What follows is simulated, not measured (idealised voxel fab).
process module | voxel double patterning
cross-section cut | 300 nm wide | cells 5 nm
A cross-section is a grid of square cells, given in bands from the top down. A band is one or more rows of cells.
Each band's line starts with the height of the band's top and of its bottom, in nm. Then come its materials from left to right, each with its width in nm. One material with "throughout" fills the band from edge to edge. "air" is empty space.
Height 0 is the level under which the wafer as received is all one material. The lowest band goes on downwards, as in "0 down".
A width such as "30 to 40" changes by the same amount from each row of cells to the next, from the band's top row to its bottom row.
"no change" after a step means that no cell of the cross-section changed.
closed voids: empty space of 8 cells or more with no open way to the top, each as width x height at its distance from the left edge, in nm
after a step's settings: what the simulator itself notes on the step
overlay nm, on a step with a mask: how far to the right of its planned place the mask lay; to the left if negative
plan
1 op RECEIVE | material Si
2 op CONFORMAL_DEP | material SiN | thk nm 5
3 op DIRECTIONAL_DEP | material SiO2 | thk nm 20
4 op DIRECTIONAL_DEP | material SiCN | thk nm 10
5 op DIRECTIONAL_DEP | material aC | thk nm 10
6 op PATTERN | tone open | mask id FIRST | material resist | width nm 15 | pitch nm 50 | thk nm 25 | overlay nm 0
7 op DIRECTIONAL_ETCH | etch materials aC | depth nm 10
8 op STRIP | etch materials resist
9 op DIRECTIONAL_ETCH | etch materials SiCN | depth nm 10
10 op STRIP | etch materials aC
11 op DIRECTIONAL_DEP | material aC | thk nm 10
12 op PATTERN | tone open | mask id SECOND | material resist | width nm 15 | pitch nm 50 | thk nm 30 | overlay nm 0
13 op DIRECTIONAL_ETCH | etch materials aC | depth nm 10
14 op STRIP | etch materials resist
15 op DIRECTIONAL_ETCH | etch materials SiCN | depth nm 10
16 op STRIP | etch materials aC
17 op DIRECTIONAL_ETCH | etch materials SiO2 | depth nm 20
18 op STRIP | etch materials SiCN
as received, after step 1
  0 down: Si throughout
  closed voids: none
first wafer at the end, as planned
  25 to 5: SiO2 90 | air 15 | SiO2 10 | air 15 | SiO2 10 | air 15 | SiO2 10 | air 15 | SiO2 10 | air 15 | SiO2 95
  5 to 0: SiN throughout
  0 down: Si throughout
  closed voids: none
second wafer at the end: like start, like plan, one mistake
  25 to 5: SiO2 90 | air 115 | SiO2 95
  5 to 0: SiN throughout
  0 down: Si throughout
  closed voids: none
what went wrong: step 14 ran as: op STRIP | etch materials SiCN
at the end the second wafer has, in cells: 32 fewer of SiO2
